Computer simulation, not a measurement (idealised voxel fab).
This is a process module. Its name is voxel capacitor over wiring.
cross-section cut | 200 nm wide | cells 5 nm
This document writes a cross-section as a grid whose cells are square, and gives it as bands, listed from the top down; one or more rows of cells form a band. It is stipulated that each band's entry specify, in nanometres, the height of the top of the band and then that of its bottom, followed by the materials of the band in left-to-right sequence, each together with its width in nanometres. A single material marked by the word "all across" is understood to fill the band from edge to edge; the word "air" is understood to denote empty space. For the purposes of this specification, 0 denotes the height below which the wafer in its as-received condition is composed wholly of one material, and the lowermost band, lacking a lower limit, extends downward without end, as expressed in "0..down". A two-number width, for instance "30 to 40", indicates that the width is equal to the first number in the top row of the band and to the second number in the bottom row, and that it changes by a constant amount per row of cells. The cross-section has no changed cell in any step marked "remains unaltered". So "Closed void inventory" is basically the list of trapped voids: any empty space of 8 cells or more that can't reach the top through an opening. They're written width x height at distance, the distance being from the left edge, and it's all nm. Text after the settings on a step's line: the simulator's own remark on that step. overlay nm: mask offset rightward from planned place, masked step; negative means leftward offset.

### Steps planned for the process
1. RECEIVE, material Si
2. CONFORMAL_DEP, material SiO2, thk nm 15
3. DIRECTIONAL_DEP, material TiN, thk nm 5
4. DIRECTIONAL_DEP, material W, thk nm 20
5. PATTERN, tone cover, mask id METAL_1, material resist, width nm 20, pitch nm 80, thk nm 15, overlay nm 0
6. DIRECTIONAL_ETCH, etch materials W, depth nm 20
7. DIRECTIONAL_ETCH, etch materials TiN, depth nm 5
8. STRIP, etch materials resist
9. CONFORMAL_DEP, material SiN, thk nm 5
10. FILL_DEP, material lowk, thk nm 10
11. CMP, height nm 40
12. CONFORMAL_DEP, material SiCN, thk nm 5
13. DIRECTIONAL_DEP, material SiO2, thk nm 20
14. MASKED_ETCH, tone open, mask id PLUG_1, width nm 15, etch materials SiO2, depth nm 20, overlay nm 0
15. MASKED_ETCH, tone open, mask id PLUG_1, width nm 15, etch materials SiCN, depth nm 5, overlay nm 0
16. CONFORMAL_DEP, material TiN, thk nm 5
17. FILL_DEP, material W, thk nm 10
18. CMP, height nm 65
19. DIRECTIONAL_DEP, material TiN, thk nm 5
20. DIRECTIONAL_DEP, material Al2O3, thk nm 5
21. DIRECTIONAL_DEP, material TiN, thk nm 10
22. MASKED_ETCH, tone cover, mask id UPPER_PLATE, width nm 65, etch materials TiN, depth nm 10, overlay nm 0
23. MASKED_ETCH, tone cover, mask id UPPER_PLATE, width nm 65, etch materials Al2O3, depth nm 5, overlay nm 0
24. DIRECTIONAL_DEP, material aC, thk nm 15
25. PATTERN, tone cover, mask id LOWER_PLATE, material resist, width nm 75, thk nm 35, overlay nm 0
26. DIRECTIONAL_ETCH, etch materials aC, depth nm 15
27. STRIP, etch materials resist
28. DIRECTIONAL_ETCH, etch materials TiN, depth nm 5
29. STRIP, etch materials aC
30. FILL_DEP, material SiO2, thk nm 15
31. CMP, height nm 95
32. MASKED_ETCH, tone open, mask id PLUG_2, width nm 15, etch materials SiO2, depth nm 10, overlay nm 0
33. CONFORMAL_DEP, material TiN, thk nm 5
34. FILL_DEP, material W, thk nm 5
35. CMP, height nm 95
36. CONFORMAL_DEP, material SiN, thk nm 5
Among the wafers covered here, the point of difference is the width nm at step 14; their starting state is shared, and the plan presents the value of the first wafer.

### The first of several wafers, as received after step 1, seen in section
* 0..down | Si all across
* Closed void inventory: none

### So in this table every wafer gets its own row, and what you see is where it stands at the end of the module: for each material, how many cells it picked up (+) or gave up (-) since we received it, and after that its closed voids
width nm 15 | +13 Al2O3 | +37 SiCN | +88 SiN | +448 SiO2 | +65 TiN | +37 W | +112 lowk | Closed void inventory: none
width nm 20 | +13 Al2O3 | +37 SiCN | +88 SiN | +444 SiO2 | +66 TiN | +40 W | +112 lowk | Closed void inventory: none
width nm 25 | +13 Al2O3 | +37 SiCN | +88 SiN | +440 SiO2 | +67 TiN | +43 W | +112 lowk | Closed void inventory: none
width nm 30 | +13 Al2O3 | +37 SiCN | +88 SiN | +436 SiO2 | +68 TiN | +46 W | +112 lowk | Closed void inventory: none
